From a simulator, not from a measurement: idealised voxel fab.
The following process module bears the name voxel plated lines.
Xsec cut, 190 nm wide, square cell size 5 nm.
How to read a cross-section here: the picture is a grid of square cells, written as bands going from the top down, and any band can span one or more rows of cells.
Quick guide to a band line: top height, bottom height (nm) up front; then every material left to right with its width in nm. Only one material and it's marked "edge to edge"? Then it fills the band edge to edge. And "empty" just means empty space.
Counting heights begins at 0, where everything beneath is, in the wafer as received, one material. The lowest band has no bottom; it goes on downwards, as "0 -> down" shows.
So if you see something like "30->40" for the width, read it as the top row of the band sitting at the first number and the bottom row at the second, with every row in between moving by the same amount as the last.
For the purposes of this document, the phrase "changes: none" attached to a step denotes that no cell within the cross-section was modified by that step.
Heads up: "Sealed cavities" only lists the empty pockets with no open path to the top that are 8 cells or more, and it writes them as width x height at distance, distance from the left edge, in nm.
Whatever follows a step's settings on its line is a remark the simulator itself makes about that step.
overlay nm: step with mask; distance mask lay right of planned place; negative value = left of planned place.
## The following list gives the planned process steps
1,RECEIVE, material Si
2,CONFORMAL_DEP, material Al2O3, thk nm 15
3,DIRECTIONAL_DEP, material TiN, thk nm 5
4,PATTERN, tone open, mask id LINES, material resist, width nm 20, pitch nm 40, thk nm 15, overlay nm 0
5,EPI, material Ru, thk nm 10
6,STRIP, etch materials resist
7,DIRECTIONAL_ETCH, etch materials TiN, depth nm 5
8,CONFORMAL_DEP, material SiCN, thk nm 5
## Incoming wafer, cross-sectional view, post step 1
> 0 -> down  Si edge to edge
> Sealed cavities: none
## Wafer at module end, in section. Began as above, planned as above, run with one mistake
> 30 -> 20  45 empty, 20 Ru, 20 empty, 20 Ru, 20 empty, 20 Ru, 45 empty
> 20 -> 15  45 empty, 20 TiN, 20 empty, 20 TiN, 20 empty, 20 TiN, 45 empty
> 15 -> 0  Al2O3 edge to edge
> 0 -> down  Si edge to edge
> Sealed cavities: none
Nonconformance to the process plan: not run: step 8 of the plan (skipped)
